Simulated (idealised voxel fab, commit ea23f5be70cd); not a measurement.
The name of this process module is voxel transistor to metal.
Pictured: cross-section cut, 205 nm wide, on a grid of 5 nm square cells.
Heads up, the way a cross-section reads in here is a grid of square cells, handed over as bands from the top down, with every band being one or more rows of cells. Per band: top height and bottom height in nm, followed by the left-to-right materials and their widths in nm; "all across" marks a single material spanning edge to edge, "blank" marks empty space. The reference from which all heights are counted is 0, the level beneath which the as-received wafer is entirely one material; the lowest band, having no lower bound, proceeds downward and is written after the example "0 down". With a width like "30->40", each row of cells in the band differs from the next by the same amount, the top row carrying the first number and the bottom row the second. The designation "everything unchanged", where it is given for a processing step, indicates that no cell of the cross-section was altered in the course of that step. Reported under the label "Completely enclosed voids" are the empty spaces having no open way to the top and comprising 8 cells or more; the notation for each is width x height at distance, in which the distance is measured from the left edge and all three values are in nm. Read whatever lies past the settings on a step's line as the simulator's own remark about the step. On any step carrying a mask, the "overlay nm" setting, if present on the step's line, tells how far right of its planned place the mask lay; negative values point to the left.

[Listed below are the process steps as planned]
1 RECEIVE, material Si
2 CONFORMAL_DEP, material SiO2, thk nm 5
3 CONFORMAL_DEP, material SiN, thk nm 15
4 PATTERN, tone cover, mask id ACTIVE, material resist, width nm 105, thk nm 20, overlay nm 0
5 DIRECTIONAL_ETCH, etch materials SiN, depth nm 15
6 DIRECTIONAL_ETCH, etch materials SiO2, depth nm 5
7 DIRECTIONAL_ETCH, etch materials Si, depth nm 20
8 STRIP, etch materials resist
9 FILL_DEP, material SiO2, thk nm 15
10 CMP, height nm 20
11 SELECTIVE_ETCH, etch materials SiO2, depth nm 10
12 STRIP, etch materials SiN
13 SELECTIVE_ETCH, etch materials SiO2, depth nm 5
14 OXIDIZE, depth nm 5
15 DIRECTIONAL_DEP, material polySi, thk nm 20
16 DIRECTIONAL_DEP, material SiCN, thk nm 15
17 PATTERN, tone cover, mask id GATE, material resist, width nm 25, thk nm 20, overlay nm 0
18 DIRECTIONAL_ETCH, etch materials SiCN, depth nm 25
19 DIRECTIONAL_ETCH, etch materials polySi, depth nm 30
20 STRIP, etch materials resist
21 CONFORMAL_DEP, material SiN, thk nm 10
22 DIRECTIONAL_ETCH, etch materials SiN, depth nm 10
23 DIRECTIONAL_ETCH, etch materials SiO2, depth nm 5
24 DIRECTIONAL_ETCH, etch materials Si, depth nm 15
25 EPI, material SiGe, thk nm 15
26 FILL_DEP, material SiO2, thk nm 5
27 CMP, height nm 35
28 DIRECTIONAL_DEP, material SiO2, thk nm 15
29 MASKED_ETCH, tone open, mask id CONTACT, width nm 15, pitch nm 80, etch materials SiO2, depth nm 40, overlay nm 0
30 CONFORMAL_DEP, material TiN, thk nm 5
31 FILL_DEP, material Ru, thk nm 5
32 CMP, height nm 50
33 CONFORMAL_DEP, material SiN, thk nm 5
34 DIRECTIONAL_DEP, material lowk, thk nm 15
35 DIRECTIONAL_DEP, material aC, thk nm 10
36 PATTERN, tone open, mask id METAL_1, material resist, width nm 15, pitch nm 80, thk nm 30, overlay nm 0
37 DIRECTIONAL_ETCH, etch materials aC, depth nm 10
38 STRIP, etch materials resist
39 DIRECTIONAL_ETCH, etch materials lowk, depth nm 15
40 DIRECTIONAL_ETCH, etch materials SiN, depth nm 5
41 STRIP, etch materials aC
42 CONFORMAL_DEP, material TiN, thk nm 5
43 FILL_DEP, material Cu, thk nm 10
44 CMP, height nm 70
45 CONFORMAL_DEP, material SiCN, thk nm 5
46 DIRECTIONAL_DEP, material lowk, thk nm 30
47 DIRECTIONAL_DEP, material aC, thk nm 15
48 PATTERN, tone open, mask id METAL_2, material resist, width nm 15, pitch nm 80, thk nm 30, overlay nm 0
49 DIRECTIONAL_ETCH, etch materials aC, depth nm 15
50 STRIP, etch materials resist
51 DIRECTIONAL_ETCH, etch materials lowk, depth nm 20
52 STRIP, etch materials aC
53 MASKED_ETCH, tone open, mask id METAL_2_HOLES, width nm 15, pitch nm 80, etch materials lowk, depth nm 10, overlay nm 0
54 MASKED_ETCH, tone open, mask id METAL_2_HOLES, width nm 15, pitch nm 80, etch materials SiCN, depth nm 5, overlay nm 0
55 CONFORMAL_DEP, material TiN, thk nm 5
56 FILL_DEP, material Cu, thk nm 10
57 CMP, height nm 105
58 CONFORMAL_DEP, material SiN, thk nm 5

[Incoming wafer, cross-sectional view, post step 1]
> 0 down = Si all across
> Completely enclosed voids: none

[Wafer cross-section at end of module: start and plan as shown above, one execution error]
> 110 to 105 = SiN all across
> 105 to 75 = lowk=55 / TiN=5 / Cu=5 / TiN=5 / lowk=65 / TiN=5 / Cu=5 / TiN=5 / lowk=55
> 75 to 70 = SiCN=55 / TiN=15 / SiCN=65 / TiN=15 / SiCN=55
> 70 to 55 = lowk=55 / TiN=5 / Cu=5 / TiN=5 / lowk=65 / TiN=5 / Cu=5 / TiN=5 / lowk=55
> 55 to 50 = SiN=55 / TiN=15 / SiN=65 / TiN=15 / SiN=55
> 50 to 35 = SiO2=55 / TiN=5 / Ru=5 / TiN=5 / SiO2=65 / TiN=5 / Ru=5 / TiN=5 / SiO2=55
> 35 to 30 = SiO2=55 / TiN=5 / Ru=5 / TiN=5 / SiO2=10 / SiN=10 / SiCN=25 / SiN=10 / SiO2=10 / TiN=5 / Ru=5 / TiN=5 / SiO2=55
> 30 to 25 = SiO2=55 / TiN=15 / SiO2=10 / SiN=10 / SiCN=25 / SiN=10 / SiO2=10 / TiN=15 / SiO2=55
> 25 to 20 = SiO2=35 / SiGe=45 / SiN=10 / SiCN=25 / SiN=10 / SiGe=45 / SiO2=35
> 20 to 5 = SiO2=35 / SiGe=45 / SiN=10 / polySi=25 / SiN=10 / SiGe=45 / SiO2=35
> 5 to 0 = SiO2=35 / SiGe=10 / SiN=10 / SiGe=25 / SiN=10 / polySi=25 / SiN=10 / SiGe=25 / SiN=10 / SiGe=10 / SiO2=35
> 0 to -5 = SiO2=55 / SiGe=25 / SiO2=45 / SiGe=25 / SiO2=55
> -5 to -20 = SiO2=50 / Si=5 / SiGe=25 / Si=45 / SiGe=25 / Si=5 / SiO2=50
> -20 down = Si all across
> Completely enclosed voids: none
Against the plan, the run slipped here: the plan had its step 25 run twice
